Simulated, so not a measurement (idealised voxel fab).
Process module under the name voxel quadruple lines
Cross-sectional view cut (width: 300 nm; square cell size: 5 nm).
The cross-sections in this document take the form of a grid made of square cells. They are written out as bands, in order from top to bottom. Each band consists of one or more rows of cells.
Within each band entry, the heights of the top and of the bottom of the band appear first, in that order and in nm; the materials of the band then follow from left to right, each with its corresponding width in nm. The designation "everywhere" on a single material indicates that it fills the band from edge to edge; the designation "air" indicates empty space.
Convention: height 0 is the level below which the wafer, as received, is all one material. The lowest band does not terminate at the bottom but continues downward, represented as "0 and below".
The width entry "30 to 40" should be interpreted row by row: the top row of cells in the band takes the first number, the bottom row takes the second number, and the change between adjacent rows is uniform throughout.
For the purposes of this document, the phrase "same as before" attached to a step denotes that no cell within the cross-section was modified by that step.
Enclosed voids (no open way to top), threshold 8 cells or more, entry "Closed empty spaces", notation width x height at distance, distance from left edge, nm.
Past the settings on a step's line: simulator remark, on that step.
"overlay nm", when on a step's line for a step with a mask, measures how far to the right of its planned place the mask lay; a negative measure means to the left.

### Steps planned for the process
1) op RECEIVE | material Si
2) op CONFORMAL_DEP | material Al2O3 | thk nm 10
3) op DIRECTIONAL_DEP | material W | thk nm 10
4) op DIRECTIONAL_DEP | material polySi | thk nm 20
5) op DIRECTIONAL_DEP | material aC | thk nm 25
6) op PATTERN | tone cover | mask id MANDREL | material resist | width nm 25 | pitch nm 80 | thk nm 35 | overlay nm 0
7) op DIRECTIONAL_ETCH | etch materials aC | depth nm 25
8) op STRIP | etch materials resist
9) op CONFORMAL_DEP | material SiO2 | thk nm 15
10) op DIRECTIONAL_ETCH | etch materials SiO2 | depth nm 15
11) op STRIP | etch materials aC
12) op DIRECTIONAL_ETCH | etch materials polySi | depth nm 20
13) op STRIP | etch materials SiO2
14) op CONFORMAL_DEP | material SiN | thk nm 5
15) op DIRECTIONAL_ETCH | etch materials SiN | depth nm 5
16) op STRIP | etch materials polySi
17) op DIRECTIONAL_ETCH | etch materials W | depth nm 10
18) op STRIP | etch materials SiN
19) op FILL_DEP | material lowk | thk nm 10
20) op CMP | height nm 20

### First out of two wafers; run went to plan

### Cross-section of the wafer as it came to us, i.e., already through step 1
    0 and below = Si everywhere
    Closed empty spaces: none

### The wafer in cross-section once step 2 is complete
    10 down to 0 = Al2O3 everywhere
    Beneath the level 0, the cross-section is identical to its previous state.

### The wafer in cross-section once step 3 is complete
    20 down to 10 = W everywhere
    Beneath the level 10, the cross-section is identical to its previous state.

### The wafer in cross-section once step 4 is complete
    40 down to 20 = polySi everywhere
    Beneath the level 20, the cross-section is identical to its previous state.

### The wafer in cross-section once step 5 is complete
    65 down to 40 = aC everywhere
    Beneath the level 40, the cross-section is identical to its previous state.

### The wafer in cross-section once step 6 is complete
    100 down to 65 = air (95), resist (25), air (55), resist (25), air (100)
    Beneath the level 65, the cross-section is identical to its previous state.

### The wafer in cross-section once step 7 is complete
    75 down to 65 = air (95), resist (25), air (55), resist (25), air (100)
    65 down to 40 = air (95), aC (25), air (55), aC (25), air (100)
    Beneath the level 40, the cross-section is identical to its previous state.

### The wafer in cross-section once step 8 is complete
    65 down to 40 = air (95), aC (25), air (55), aC (25), air (100)
    Beneath the level 40, the cross-section is identical to its previous state.

### The wafer in cross-section once step 9 is complete
    80 down to 65 = air (80), SiO2 (55), air (25), SiO2 (55), air (85)
    65 down to 55 = air (80), SiO2 (15), aC (25), SiO2 (15), air (25), SiO2 (15), aC (25), SiO2 (15), air (85)
    55 down to 40 = SiO2 (95), aC (25), SiO2 (55), aC (25), SiO2 (100)
    Beneath the level 40, the cross-section is identical to its previous state.

### The wafer in cross-section once step 10 is complete
    65 down to 40 = air (80), SiO2 (15), aC (25), SiO2 (15), air (25), SiO2 (15), aC (25), SiO2 (15), air (85)
    Beneath the level 40, the cross-section is identical to its previous state.

### The wafer in cross-section once step 11 is complete
    65 down to 40 = air (80), SiO2 (15), air (25), SiO2 (15), air (25), SiO2 (15), air (25), SiO2 (15), air (85)
    Beneath the level 40, the cross-section is identical to its previous state.

### The wafer in cross-section once step 12 is complete
    65 down to 40 = air (80), SiO2 (15), air (25), SiO2 (15), air (25), SiO2 (15), air (25), SiO2 (15), air (85)
    40 down to 20 = air (80), polySi (15), air (25), polySi (15), air (25), polySi (15), air (25), polySi (15), air (85)
    Beneath the level 20, the cross-section is identical to its previous state.

### The wafer in cross-section once step 13 is complete
    40 down to 20 = air (80), polySi (15), air (25), polySi (15), air (25), polySi (15), air (25), polySi (15), air (85)
    Beneath the level 20, the cross-section is identical to its previous state.

### The wafer in cross-section once step 14 is complete
    45 down to 40 = air (75), SiN (25), air (15), SiN (25), air (15), SiN (25), air (15), SiN (25), air (80)
    40 down to 25 = air (75), SiN (5), polySi (15), SiN (5), air (15), SiN (5), polySi (15), SiN (5), air (15), SiN (5), polySi (15), SiN (5), air (15), SiN (5), polySi (15), SiN (5), air (80)
    25 down to 20 = SiN (80), polySi (15), SiN (25), polySi (15), SiN (25), polySi (15), SiN (25), polySi (15), SiN (85)
    Beneath the level 20, the cross-section is identical to its previous state.

### The wafer in cross-section once step 15 is complete
    40 down to 20 = air (75), SiN (5), polySi (15), SiN (5), air (15), SiN (5), polySi (15), SiN (5), air (15), SiN (5), polySi (15), SiN (5), air (15), SiN (5), polySi (15), SiN (5), air (80)
    Beneath the level 20, the cross-section is identical to its previous state.

### The wafer in cross-section once step 16 is complete
    40 down to 20 = air (75), SiN (5), air (15), SiN (5), air (15), SiN (5), air (15), SiN (5), air (15), SiN (5), air (15), SiN (5), air (15), SiN (5), air (15), SiN (5), air (80)
    Beneath the level 20, the cross-section is identical to its previous state.

### The wafer in cross-section once step 17 is complete
    40 down to 20 = air (75), SiN (5), air (15), SiN (5), air (15), SiN (5), air (15), SiN (5), air (15), SiN (5), air (15), SiN (5), air (15), SiN (5), air (15), SiN (5), air (80)
    20 down to 10 = air (75), W (5), air (15), W (5), air (15), W (5), air (15), W (5), air (15), W (5), air (15), W (5), air (15), W (5), air (15), W (5), air (80)
    Beneath the level 10, the cross-section is identical to its previous state.

### The wafer in cross-section once step 18 is complete
    20 down to 10 = air (75), W (5), air (15), W (5), air (15), W (5), air (15), W (5), air (15), W (5), air (15), W (5), air (15), W (5), air (15), W (5), air (80)
    Beneath the level 10, the cross-section is identical to its previous state.

### The wafer in cross-section once step 19 is complete
    30 down to 20 = lowk everywhere
    20 down to 10 = lowk (75), W (5), lowk (15), W (5), lowk (15), W (5), lowk (15), W (5), lowk (15), W (5), lowk (15), W (5), lowk (15), W (5), lowk (15), W (5), lowk (80)
    Beneath the level 10, the cross-section is identical to its previous state.

### The wafer in cross-section once step 20 is complete
    20 down to 10 = lowk (75), W (5), lowk (15), W (5), lowk (15), W (5), lowk (15), W (5), lowk (15), W (5), lowk (15), W (5), lowk (15), W (5), lowk (15), W (5), lowk (80)
    Beneath the level 10, the cross-section is identical to its previous state.

### Second wafer: same start and same plan as the first, one execution error; identical to the first through step 18

### Cross-sectional representation of the second wafer at the time designated in the plan for the completion of step 19
    30 down to 20 = aC everywhere
    20 down to 10 = aC (75), W (5), aC (15), W (5), aC (15), W (5), aC (15), W (5), aC (15), W (5), aC (15), W (5), aC (15), W (5), aC (15), W (5), aC (80)
    Beneath the level 10, the cross-section is identical to its previous state.

### Cross-sectional representation of the second wafer at the time designated in the plan for the completion of step 20
    20 down to 10 = aC (75), W (5), aC (15), W (5), aC (15), W (5), aC (15), W (5), aC (15), W (5), aC (15), W (5), aC (15), W (5), aC (15), W (5), aC (80)
    Beneath the level 10, the cross-section is identical to its previous state.
Misprocessing identified: heads up, step 19 didn't go per plan, it actually ran as op FILL_DEP | material aC | thk nm 10
Upon completion, the second wafer contains, in terms of cells, a greater or smaller amount of certain materials than the first wafer: +104 aC; -104 lowk
